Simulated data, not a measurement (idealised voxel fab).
You're looking at the process module voxel air gaps.
Cross-section cut spans 265 nm and uses square cells 5 nm in size.
Cross-section = grid of square cells, listed top down in bands; band = one or more rows. What a band's entry tells you: where the top is and where the bottom is, as heights in nm, and after that what lies inside, material by material from left to right, each with its width in nm. Empty space is written as the word "blank", and a single material marked with the word "everywhere" occupies the band from edge to edge. Height reference: 0 = level under which incoming wafer is all one material. Lowest band: no bottom, runs on downward, e.g. "z 0 and below". Per-row width for "30..40": begins at first number (top row of band), ends at second number (bottom row), increment between rows held constant. "left unchanged" means the step left every cell of the cross-section as it was. "closed voids": empty spaces of 8 cells or more with no open way to the top, each given as width x height at distance, distance from the left edge, all in nm. Formally, on a step line, whatever follows the settings is a remark that the simulator itself makes on the step. The setting "overlay nm" may be written on the line of a step. When the step uses a mask, the value reports how far to the right of the planned place the mask lay, and a negative value reports that it lay to the left.
Process steps (planned):
1) RECEIVE,material Si
2) CONFORMAL_DEP,material SiO2,thk nm 15
3) CONFORMAL_DEP,material SiN,thk nm 5
4) DIRECTIONAL_DEP,material SiO2,thk nm 40
5) DIRECTIONAL_DEP,material aC,thk nm 15
6) PATTERN,tone open,mask id LINES,material resist,width nm 25,pitch nm 55,thk nm 35,overlay nm 0
7) DIRECTIONAL_ETCH,etch materials aC,depth nm 15
8) STRIP,etch materials resist
9) DIRECTIONAL_ETCH,etch materials SiO2,depth nm 40
10) STRIP,etch materials aC
11) CONFORMAL_DEP,material TiN,thk nm 5
12) FILL_DEP,material W,thk nm 10
13) CMP,height nm 60
14) EPI,material Ru,thk nm 10
15) SELECTIVE_ETCH,etch materials SiO2,depth nm 50
16) CONFORMAL_DEP,material SiCN,thk nm 5
Step 1 complete: cross-section of the wafer as received:
z 0 and below  Si everywhere
closed voids: none
Final cross-section, module run with one mistake (start and plan as above):
z 75 to 70  25 nm blank | 45 nm SiCN | 10 nm blank | 45 nm SiCN | 10 nm blank | 45 nm SiCN | 10 nm blank | 45 nm SiCN | 30 nm blank
z 70 to 60  25 nm blank | 5 nm SiCN | 35 nm Ru | 5 nm SiCN | 10 nm blank | 5 nm SiCN | 35 nm Ru | 5 nm SiCN | 10 nm blank | 5 nm SiCN | 35 nm Ru | 5 nm SiCN | 10 nm blank | 5 nm SiCN | 35 nm Ru | 5 nm SiCN | 30 nm blank
z 60 to 55  25 nm blank | 15 nm SiCN | 5 nm TiN | 5 nm W | 5 nm TiN | 15 nm SiCN | 10 nm blank | 15 nm SiCN | 5 nm TiN | 5 nm W | 5 nm TiN | 15 nm SiCN | 10 nm blank | 15 nm SiCN | 5 nm TiN | 5 nm W | 5 nm TiN | 15 nm SiCN | 10 nm blank | 15 nm SiCN | 5 nm TiN | 5 nm W | 5 nm TiN | 15 nm SiCN | 30 nm blank
z 55 to 25  35 nm blank | 5 nm SiCN | 5 nm TiN | 5 nm W | 5 nm TiN | 5 nm SiCN | 30 nm blank | 5 nm SiCN | 5 nm TiN | 5 nm W | 5 nm TiN | 5 nm SiCN | 30 nm blank | 5 nm SiCN | 5 nm TiN | 5 nm W | 5 nm TiN | 5 nm SiCN | 30 nm blank | 5 nm SiCN | 5 nm TiN | 5 nm W | 5 nm TiN | 5 nm SiCN | 40 nm blank
z 25 to 20  40 nm SiCN | 15 nm TiN | 40 nm SiCN | 15 nm TiN | 40 nm SiCN | 15 nm TiN | 40 nm SiCN | 15 nm TiN | 45 nm SiCN
z 20 to 15  SiN everywhere
z 15 to 0  SiO2 everywhere
z 0 and below  Si everywhere
closed voids: none
Against the plan, the run slipped here: rather than as planned, step 6 actually ran as PATTERN,tone open,mask id LINES,material resist,width nm 15,pitch nm 55,thk nm 35,overlay nm 0
